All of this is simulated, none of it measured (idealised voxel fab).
A process module follows: voxel self aligned contacts.
FYI the section here is cut, 215 nm wide, cells are 5 nm squares.
Cross-section spec: square-cell grid; bands listed top down; each band is one or more rows. Top, bottom (nm), then materials left to right with widths (nm); lone material tagged "edge to edge" fills the whole band edge to edge; "air" = empty space. Below 0: as-received wafer, all one material; heights counted from there. Lowest band: no bottom, goes on down, written "top 0, no bottom". So if you see something like "30..40" for the width, read it as the top row of the band sitting at the first number and the bottom row at the second, with every row in between moving by the same amount as the last. A step reported as "no modification" is a step in which no cell of the cross-section changed. The entry titled "Sealed internal cavities" provides the empty spaces that have no open way to the top, restricted to those of 8 cells or more. Each is presented as width x height at distance, the distance being measured from the left edge, with all three in nm. Text after the settings on a step's line: the simulator's own remark on that step. On any step carrying a mask, the "overlay nm" setting, if present on the step's line, tells how far right of its planned place the mask lay; negative values point to the left.

-- This section lists the process steps that were planned
| 1 | RECEIVE,material Si |
| 2 | CONFORMAL_DEP,material SiO2,thk nm 5 |
| 3 | DIRECTIONAL_DEP,material polySi,thk nm 20 |
| 4 | DIRECTIONAL_DEP,material SiN,thk nm 25 |
| 5 | MASKED_ETCH,tone cover,mask id GATE,width nm 25,pitch nm 60,etch materials SiN,depth nm 25,overlay nm 0 |
| 6 | MASKED_ETCH,tone cover,mask id GATE,width nm 25,pitch nm 60,etch materials polySi,depth nm 20,overlay nm 0 |
| 7 | CONFORMAL_DEP,material SiN,thk nm 10 |
| 8 | DIRECTIONAL_ETCH,etch materials SiN,depth nm 10 |
| 9 | FILL_DEP,material SiO2,thk nm 10 |
| 10 | CMP,height nm 55 |
| 11 | DIRECTIONAL_DEP,material aC,thk nm 10 |
| 12 | PATTERN,tone open,mask id CONTACT,material resist,width nm 45,thk nm 30,overlay nm 0 |
| 13 | DIRECTIONAL_ETCH,etch materials aC,depth nm 10 |
| 14 | STRIP,etch materials resist |
| 15 | DIRECTIONAL_ETCH,etch materials SiO2,depth nm 55 |
| 16 | STRIP,etch materials aC |
| 17 | CONFORMAL_DEP,material TiN,thk nm 5 |
| 18 | FILL_DEP,material Ru,thk nm 5 |
| 19 | CMP,height nm 55 |
| 20 | CONFORMAL_DEP,material SiCN,thk nm 5 |

-- The first of the two wafers, which ran as planned

-- Cross-section of the wafer as it came to us, i.e., already through step 1
* top 0, no bottom  Si edge to edge
* Sealed internal cavities: none

-- Sectional view: wafer, after step 2
* top 5, bottom 0  SiO2 edge to edge
* Below 0 it's all the same as before, nothing changed down there.

-- Sectional view: wafer, after step 3
* top 25, bottom 5  polySi edge to edge
* Below 5 it's all the same as before, nothing changed down there.

-- Sectional view: wafer, after step 4
* top 50, bottom 25  SiN edge to edge
* Below 25 it's all the same as before, nothing changed down there.

-- Sectional view: wafer, after step 5
* top 50, bottom 25  65 air / 25 SiN / 35 air / 25 SiN / 65 air
* Below 25 it's all the same as before, nothing changed down there.

-- Sectional view: wafer, after step 6
* top 50, bottom 25  65 air / 25 SiN / 35 air / 25 SiN / 65 air
* top 25, bottom 5  65 air / 25 polySi / 35 air / 25 polySi / 65 air
* Below 5 it's all the same as before, nothing changed down there.

-- Sectional view: wafer, after step 7
* top 60, bottom 25  55 air / 45 SiN / 15 air / 45 SiN / 55 air
* top 25, bottom 15  55 air / 10 SiN / 25 polySi / 10 SiN / 15 air / 10 SiN / 25 polySi / 10 SiN / 55 air
* top 15, bottom 5  65 SiN / 25 polySi / 35 SiN / 25 polySi / 65 SiN
* Below 5 it's all the same as before, nothing changed down there.

-- Sectional view: wafer, after step 8
* top 50, bottom 25  55 air / 45 SiN / 15 air / 45 SiN / 55 air
* top 25, bottom 5  55 air / 10 SiN / 25 polySi / 10 SiN / 15 air / 10 SiN / 25 polySi / 10 SiN / 55 air
* Below 5 it's all the same as before, nothing changed down there.

-- Sectional view: wafer, after step 9
* top 60, bottom 50  SiO2 edge to edge
* top 50, bottom 25  55 SiO2 / 45 SiN / 15 SiO2 / 45 SiN / 55 SiO2
* top 25, bottom 5  55 SiO2 / 10 SiN / 25 polySi / 10 SiN / 15 SiO2 / 10 SiN / 25 polySi / 10 SiN / 55 SiO2
* Below 5 it's all the same as before, nothing changed down there.

-- Sectional view: wafer, after step 10
* top 55, bottom 50  SiO2 edge to edge
* Below 50 it's all the same as before, nothing changed down there.

-- Sectional view: wafer, after step 11
* top 65, bottom 55  aC edge to edge
* Below 55 it's all the same as before, nothing changed down there.

-- Sectional view: wafer, after step 12
* top 95, bottom 65  85 resist / 45 air / 85 resist
* Below 65 it's all the same as before, nothing changed down there.

-- Sectional view: wafer, after step 13
* top 85, bottom 65  85 resist / 45 air / 85 resist
* top 65, bottom 55  85 aC / 45 air / 85 aC
* Below 55 it's all the same as before, nothing changed down there.

-- Sectional view: wafer, after step 14
* top 65, bottom 55  85 aC / 45 air / 85 aC
* Below 55 it's all the same as before, nothing changed down there.

-- Sectional view: wafer, after step 15
* top 65, bottom 55  85 aC / 45 air / 85 aC
* top 55, bottom 50  85 SiO2 / 45 air / 85 SiO2
* top 50, bottom 25  55 SiO2 / 45 SiN / 15 air / 45 SiN / 55 SiO2
* top 25, bottom 5  55 SiO2 / 10 SiN / 25 polySi / 10 SiN / 15 air / 10 SiN / 25 polySi / 10 SiN / 55 SiO2
* top 5, bottom 0  100 SiO2 / 15 air / 100 SiO2
* Below 0 it's all the same as before, nothing changed down there.

-- Sectional view: wafer, after step 16
* top 55, bottom 50  85 SiO2 / 45 air / 85 SiO2
* Below 50 it's all the same as before, nothing changed down there.

-- Sectional view: wafer, after step 17
* top 60, bottom 55  90 TiN / 35 air / 90 TiN
* top 55, bottom 50  85 SiO2 / 20 TiN / 5 air / 20 TiN / 85 SiO2
* top 50, bottom 25  55 SiO2 / 45 SiN / 5 TiN / 5 air / 5 TiN / 45 SiN / 55 SiO2
* top 25, bottom 5  55 SiO2 / 10 SiN / 25 polySi / 10 SiN / 5 TiN / 5 air / 5 TiN / 10 SiN / 25 polySi / 10 SiN / 55 SiO2
* top 5, bottom 0  100 SiO2 / 15 TiN / 100 SiO2
* Below 0 it's all the same as before, nothing changed down there.

-- Sectional view: wafer, after step 18
* top 65, bottom 60  Ru edge to edge
* top 60, bottom 55  90 TiN / 35 Ru / 90 TiN
* top 55, bottom 50  85 SiO2 / 20 TiN / 5 Ru / 20 TiN / 85 SiO2
* top 50, bottom 25  55 SiO2 / 45 SiN / 5 TiN / 5 Ru / 5 TiN / 45 SiN / 55 SiO2
* top 25, bottom 5  55 SiO2 / 10 SiN / 25 polySi / 10 SiN / 5 TiN / 5 Ru / 5 TiN / 10 SiN / 25 polySi / 10 SiN / 55 SiO2
* Below 5 it's all the same as before, nothing changed down there.

-- Sectional view: wafer, after step 19
* top 55, bottom 50  85 SiO2 / 20 TiN / 5 Ru / 20 TiN / 85 SiO2
* Below 50 it's all the same as before, nothing changed down there.

-- Sectional view: wafer, after step 20
* top 60, bottom 55  SiCN edge to edge
* Below 55 it's all the same as before, nothing changed down there.

-- Second wafer, same starting state and plan as the first, one mistake in the run, identical through step 18

-- Cross-sectional representation of the second wafer at the time designated in the plan for the completion of step 19
* top 50, bottom 25  55 SiO2 / 45 SiN / 5 TiN / 5 Ru / 5 TiN / 45 SiN / 55 SiO2
* Below 25 it's all the same as before, nothing changed down there.

-- Cross-sectional representation of the second wafer at the time designated in the plan for the completion of step 20
* top 55, bottom 50  SiCN edge to edge
* Below 50 it's all the same as before, nothing changed down there.
Heads up, the wafer didn't run the way we planned it: step 19 ran differently from the plan; actual operation with settings: CMP,height nm 50
The second wafer ends with more or fewer cells of some materials than the first, per final count: -1 Ru | -34 SiO2 | -8 TiN
